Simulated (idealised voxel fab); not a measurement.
process module | voxel fin reveal
cross-section cut | 165 nm wide | cells 5 nm
A cross-section is a grid of square cells, given in bands from the top down. A band is one or more rows of cells.
Each band's line starts with the height of the band's top and of its bottom, in nm. Then come its materials from left to right, each with its width in nm. One material with "throughout" fills the band from edge to edge. "air" is empty space.
Height 0 is the level under which the wafer as received is all one material. The lowest band goes on downwards, as in "0 down".
A width such as "30 to 40" changes by the same amount from each row of cells to the next, from the band's top row to its bottom row.
"no change" after a step means that no cell of the cross-section changed.
closed voids: empty space of 8 cells or more with no open way to the top, each as width x height at its distance from the left edge, in nm
after a step's settings: what the simulator itself notes on the step
overlay nm, on a step with a mask: how far to the right of its planned place the mask lay; to the left if negative
plan
1 op RECEIVE | material Si
2 op CONFORMAL_DEP | material SiN | thk nm 10
3 op PATTERN | tone cover | mask id FINS | material resist | width nm 15 | pitch nm 35 | thk nm 20 | overlay nm 0
4 op DIRECTIONAL_ETCH | etch materials SiN | depth nm 10
5 op DIRECTIONAL_ETCH | etch materials Si | depth nm 30
6 op STRIP | etch materials resist
7 op FILL_DEP | material SiO2 | thk nm 10
8 op CMP | height nm 10
9 op SELECTIVE_ETCH | etch materials SiO2 | depth nm 25
10 op STRIP | etch materials SiN
as received, after step 1
  0 down: Si throughout
  closed voids: none
a wafer at the end: this start, this plan, one mistake
  10 to 0: air 55 | SiN 15 | air 20 | SiN 15 | air 60
  0 to -30: air 55 | Si 15 | air 20 | Si 15 | air 60
  -30 down: Si throughout
  closed voids: none
what went wrong: step 10 ran as: op STRIP | etch materials SiO2
